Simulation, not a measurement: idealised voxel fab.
Presented below is a process module, voxel fin reveal.
The width of the displayed cross-section, cut, is 265 nm; its cells are square, with a size of 5 nm.
Think of the cross-section as a grid of square cells. We describe it in bands, top to bottom, and each band covers one or more rows of those cells. The band entry comprises the height of the band's top followed by the height of its bottom, expressed in nm, and subsequently the band's materials from left to right, each stated together with its width in nm. Where a single material is marked with the word "full width", that material fills the band from edge to edge. The word "empty" represents empty space. Convention: height 0 is the level below which the wafer, as received, is all one material. The lowest band does not terminate at the bottom but continues downward, represented as "0 and below". The expression "30 to 40" gives the width at the extremes of the band, the first number at its top row of cells and the second at its bottom row, with the width changing by equal amounts from each row to the next in between. You'll sometimes find "all unchanged" written for a step, and that's the way of saying that nowhere in the cross-section did a cell change during that step. In the "Voids, sealed" entry, you get each enclosed empty space of 8 cells or more, one with no open way to the top, written width x height at distance, distance from the left edge, in nm. The remark found on a step's line after its settings is issued by the simulator itself and pertains to that step. The setting "overlay nm" may be written on the line of a step. When the step uses a mask, the value reports how far to the right of the planned place the mask lay, and a negative value reports that it lay to the left.

[Process steps - plan]
| 1 | RECEIVE: material Si |
| 2 | CONFORMAL_DEP: material SiN, thk nm 10 |
| 3 | DIRECTIONAL_DEP: material aC, thk nm 15 |
| 4 | PATTERN: tone cover, mask id FINS, material resist, width nm 15, pitch nm 40, thk nm 35, overlay nm 0 |
| 5 | DIRECTIONAL_ETCH: etch materials aC, depth nm 15 |
| 6 | STRIP: etch materials resist |
| 7 | DIRECTIONAL_ETCH: etch materials SiN, depth nm 10 |
| 8 | DIRECTIONAL_ETCH: etch materials Si, depth nm 30 |
| 9 | STRIP: etch materials aC |
| 10 | OXIDIZE: depth nm 5 |
| 11 | FILL_DEP: material SiO2, thk nm 10 |
| 12 | CMP: height nm 10 |
| 13 | SELECTIVE_ETCH: etch materials SiO2, depth nm 30 |
| 14 | STRIP: etch materials SiN |
| 15 | CONFORMAL_DEP: material SiO2, thk nm 5 |

[Run as planned: first of two wafers]

[As-received state of the wafer in cross-section, equivalent to post-step 1]
0 and below: Si full width
Voids, sealed: none

[After step 2, in cross-section]
10 down to 0: SiN full width
No changes below 0.

[After step 3, in cross-section]
25 down to 10: aC full width
No changes below 10.

[After step 4, in cross-section]
60 down to 25: 85 empty, then 15 resist, then 25 empty, then 15 resist, then 25 empty, then 15 resist, then 85 empty
No changes below 25.

[After step 5, in cross-section]
45 down to 25: 85 empty, then 15 resist, then 25 empty, then 15 resist, then 25 empty, then 15 resist, then 85 empty
25 down to 10: 85 empty, then 15 aC, then 25 empty, then 15 aC, then 25 empty, then 15 aC, then 85 empty
No changes below 10.

[After step 6, in cross-section]
25 down to 10: 85 empty, then 15 aC, then 25 empty, then 15 aC, then 25 empty, then 15 aC, then 85 empty
No changes below 10.

[After step 7, in cross-section]
25 down to 10: 85 empty, then 15 aC, then 25 empty, then 15 aC, then 25 empty, then 15 aC, then 85 empty
10 down to 0: 85 empty, then 15 SiN, then 25 empty, then 15 SiN, then 25 empty, then 15 SiN, then 85 empty
No changes below 0.

[After step 8, in cross-section]
25 down to 10: 85 empty, then 15 aC, then 25 empty, then 15 aC, then 25 empty, then 15 aC, then 85 empty
10 down to 0: 85 empty, then 15 SiN, then 25 empty, then 15 SiN, then 25 empty, then 15 SiN, then 85 empty
0 down to -30: 85 empty, then 15 Si, then 25 empty, then 15 Si, then 25 empty, then 15 Si, then 85 empty
No changes below -30.

[After step 9, in cross-section]
10 down to 0: 85 empty, then 15 SiN, then 25 empty, then 15 SiN, then 25 empty, then 15 SiN, then 85 empty
No changes below 0.

[After step 10, in cross-section]
10 down to 0: 85 empty, then 15 SiN, then 25 empty, then 15 SiN, then 25 empty, then 15 SiN, then 85 empty
0 down to -30: 85 empty, then 5 SiO2, then 5 Si, then 5 SiO2, then 25 empty, then 5 SiO2, then 5 Si, then 5 SiO2, then 25 empty, then 5 SiO2, then 5 Si, then 5 SiO2, then 85 empty
-30 down to -35: 90 SiO2, then 5 Si, then 35 SiO2, then 5 Si, then 35 SiO2, then 5 Si, then 90 SiO2
No changes below -35.

[After step 11, in cross-section]
20 down to 10: SiO2 full width
10 down to 0: 85 SiO2, then 15 SiN, then 25 SiO2, then 15 SiN, then 25 SiO2, then 15 SiN, then 85 SiO2
0 down to -35: 90 SiO2, then 5 Si, then 35 SiO2, then 5 Si, then 35 SiO2, then 5 Si, then 90 SiO2
No changes below -35.

[After step 12, in cross-section]
10 down to 0: 85 SiO2, then 15 SiN, then 25 SiO2, then 15 SiN, then 25 SiO2, then 15 SiN, then 85 SiO2
No changes below 0.

[After step 13, in cross-section]
10 down to 0: 85 empty, then 15 SiN, then 25 empty, then 15 SiN, then 25 empty, then 15 SiN, then 85 empty
0 down to -20: 90 empty, then 5 Si, then 35 empty, then 5 Si, then 35 empty, then 5 Si, then 90 empty
No changes below -20.

[After step 14, in cross-section]
0 down to -20: 90 empty, then 5 Si, then 35 empty, then 5 Si, then 35 empty, then 5 Si, then 90 empty
No changes below -20.

[After step 15, in cross-section]
5 down to 0: 85 empty, then 15 SiO2, then 25 empty, then 15 SiO2, then 25 empty, then 15 SiO2, then 85 empty
0 down to -15: 85 empty, then 5 SiO2, then 5 Si, then 5 SiO2, then 25 empty, then 5 SiO2, then 5 Si, then 5 SiO2, then 25 empty, then 5 SiO2, then 5 Si, then 5 SiO2, then 85 empty
-15 down to -35: 90 SiO2, then 5 Si, then 35 SiO2, then 5 Si, then 35 SiO2, then 5 Si, then 90 SiO2
No changes below -35.

[The second wafer was prepared from the same starting point and under the same plan as the first; its processing contained one mistake, and it remains indistinguishable from the first wafer up to and including step 7]

[Cross-section of the second wafer when, according to plan, step 8 should have finished]
25 down to 10: 85 empty, then 15 aC, then 25 empty, then 15 aC, then 25 empty, then 15 aC, then 85 empty
10 down to 0: 85 empty, then 15 SiN, then 25 empty, then 15 SiN, then 25 empty, then 15 SiN, then 85 empty
0 down to -60: 85 empty, then 15 Si, then 25 empty, then 15 Si, then 25 empty, then 15 Si, then 85 empty
No changes below -60.

[Cross-section of the second wafer when, according to plan, step 9 should have finished]
10 down to 0: 85 empty, then 15 SiN, then 25 empty, then 15 SiN, then 25 empty, then 15 SiN, then 85 empty
No changes below 0.

[Cross-section of the second wafer when, according to plan, step 10 should have finished]
10 down to 0: 85 empty, then 15 SiN, then 25 empty, then 15 SiN, then 25 empty, then 15 SiN, then 85 empty
0 down to -60: 85 empty, then 5 SiO2, then 5 Si, then 5 SiO2, then 25 empty, then 5 SiO2, then 5 Si, then 5 SiO2, then 25 empty, then 5 SiO2, then 5 Si, then 5 SiO2, then 85 empty
-60 down to -65: 90 SiO2, then 5 Si, then 35 SiO2, then 5 Si, then 35 SiO2, then 5 Si, then 90 SiO2
No changes below -65.

[Cross-section of the second wafer when, according to plan, step 11 should have finished]
20 down to 10: SiO2 full width
10 down to 0: 85 SiO2, then 15 SiN, then 25 SiO2, then 15 SiN, then 25 SiO2, then 15 SiN, then 85 SiO2
0 down to -65: 90 SiO2, then 5 Si, then 35 SiO2, then 5 Si, then 35 SiO2, then 5 Si, then 90 SiO2
No changes below -65.

[Cross-section of the second wafer when, according to plan, step 12 should have finished]
10 down to 0: 85 SiO2, then 15 SiN, then 25 SiO2, then 15 SiN, then 25 SiO2, then 15 SiN, then 85 SiO2
No changes below 0.

[Cross-section of the second wafer when, according to plan, step 13 should have finished]
10 down to 0: 85 empty, then 15 SiN, then 25 empty, then 15 SiN, then 25 empty, then 15 SiN, then 85 empty
0 down to -20: 90 empty, then 5 Si, then 35 empty, then 5 Si, then 35 empty, then 5 Si, then 90 empty
No changes below -20.

[Cross-section of the second wafer when, according to plan, step 14 should have finished]
0 down to -20: 90 empty, then 5 Si, then 35 empty, then 5 Si, then 35 empty, then 5 Si, then 90 empty
No changes below -20.

[Cross-section of the second wafer when, according to plan, step 15 should have finished]
5 down to 0: 85 empty, then 15 SiO2, then 25 empty, then 15 SiO2, then 25 empty, then 15 SiO2, then 85 empty
0 down to -15: 85 empty, then 5 SiO2, then 5 Si, then 5 SiO2, then 25 empty, then 5 SiO2, then 5 Si, then 5 SiO2, then 25 empty, then 5 SiO2, then 5 Si, then 5 SiO2, then 85 empty
-15 down to -65: 90 SiO2, then 5 Si, then 35 SiO2, then 5 Si, then 35 SiO2, then 5 Si, then 90 SiO2
No changes below -65.
The plan and the run diverged here: plan step 8 was twice executed
At the finish, the second wafer shows more or fewer cells for some materials than the first does: Si -300, SiO2 +300
